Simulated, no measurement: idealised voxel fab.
The process module presented herein is designated voxel self aligned vias.
Pictured: cross-section cut, 295 nm wide, on a grid of 5 nm square cells.
Heads up, the way a cross-section reads in here is a grid of square cells, handed over as bands from the top down, with every band being one or more rows of cells. First you get the band's top height and its bottom height, in nm, and then the materials it's made of, left to right, with each width in nm. If you see a single material with "edge to edge", that one covers the band edge to edge. "blank" is empty space. Convention: height 0 is the level below which the wafer, as received, is all one material. The lowest band does not terminate at the bottom but continues downward, represented as "0 and below". The expression "30 to 40" gives the width at the extremes of the band, the first number at its top row of cells and the second at its bottom row, with the width changing by equal amounts from each row to the next in between. Where the words "remained the same" appear for a step, the cross-section shows no cell changed by that step; every cell remained as before. Any empty space of 8 cells or more lacking an open way to the top shows up in "Entrapped voids" as width x height at distance, distance from the left edge, in nm. Text after the settings on a step's line: the simulator's own remark on that step. On any step carrying a mask, the "overlay nm" setting, if present on the step's line, tells how far right of its planned place the mask lay; negative values point to the left.

**Here's what the planned process steps look like**
1. RECEIVE, material Si
2. CONFORMAL_DEP, material SiO2, thk nm 15
3. CONFORMAL_DEP, material SiCN, thk nm 5
4. DIRECTIONAL_DEP, material lowk, thk nm 20
5. PATTERN, tone open, mask id LINES, material resist, width nm 30, pitch nm 55, thk nm 15, overlay nm 0
6. DIRECTIONAL_ETCH, etch materials lowk, depth nm 20
7. STRIP, etch materials resist
8. CONFORMAL_DEP, material TiN, thk nm 5
9. FILL_DEP, material W, thk nm 10
10. CMP, height nm 40
11. SELECTIVE_ETCH, etch materials W Ru TiN, depth nm 5
12. FILL_DEP, material SiN, thk nm 5
13. CMP, height nm 40
14. DIRECTIONAL_DEP, material lowk, thk nm 15
15. MASKED_ETCH, tone open, mask id VIAS, width nm 40, pitch nm 110, etch materials lowk, depth nm 15, overlay nm 0
16. MASKED_ETCH, tone open, mask id VIAS, width nm 40, pitch nm 110, etch materials SiN, depth nm 5, overlay nm 0
17. CONFORMAL_DEP, material TiN, thk nm 5
18. FILL_DEP, material W, thk nm 5
19. CMP, height nm 55
20. CONFORMAL_DEP, material SiCN, thk nm 5

**as received, after step 1**
    0 and below: Si edge to edge
    Entrapped voids: none

**first wafer at the end, as planned**
    60 down to 55: SiCN edge to edge
    55 down to 45: lowk (70); TiN (5); W (30); TiN (5); lowk (70); TiN (5); W (30); TiN (5); lowk (75)
    45 down to 40: lowk (70); TiN (10); W (20); TiN (10); lowk (70); TiN (10); W (20); TiN (10); lowk (75)
    40 down to 35: lowk (75); TiN (30); lowk (25); SiN (30); lowk (25); TiN (30); lowk (80)
    35 down to 25: lowk (75); TiN (5); W (20); TiN (5); lowk (25); TiN (5); W (20); TiN (5); lowk (25); TiN (5); W (20); TiN (5); lowk (80)
    25 down to 20: lowk (75); TiN (30); lowk (25); TiN (30); lowk (25); TiN (30); lowk (80)
    20 down to 15: SiCN edge to edge
    15 down to 0: SiO2 edge to edge
    0 and below: Si edge to edge
    Entrapped voids: none

**Cross-sectional view of the second of two wafers upon completion of the module. This wafer shared its starting condition and process plan with the first; one error was made during its execution**
    60 down to 55: SiCN edge to edge
    55 down to 45: lowk (70); TiN (5); W (30); TiN (5); lowk (70); TiN (5); W (30); TiN (5); lowk (75)
    45 down to 40: lowk (70); TiN (15); W (15); TiN (10); lowk (70); TiN (15); W (15); TiN (10); lowk (75)
    40 down to 35: lowk (75); SiN (5); TiN (25); lowk (25); SiN (30); lowk (25); SiN (5); TiN (25); lowk (80)
    35 down to 25: lowk (75); TiN (5); W (20); TiN (5); lowk (25); TiN (5); W (20); TiN (5); lowk (25); TiN (5); W (20); TiN (5); lowk (80)
    25 down to 20: lowk (75); TiN (30); lowk (25); TiN (30); lowk (25); TiN (30); lowk (80)
    20 down to 15: SiCN edge to edge
    15 down to 0: SiO2 edge to edge
    0 and below: Si edge to edge
    Entrapped voids: none
What was done differently from what was planned? step 16 did not happen as planned, as run it was MASKED_ETCH, tone open, mask id VIAS, width nm 40, pitch nm 110, etch materials SiN, depth nm 5, overlay nm 10
Wrapping up, a cell-based count of both wafers puts the second over or under the first for these materials: +2 SiN; -2 W
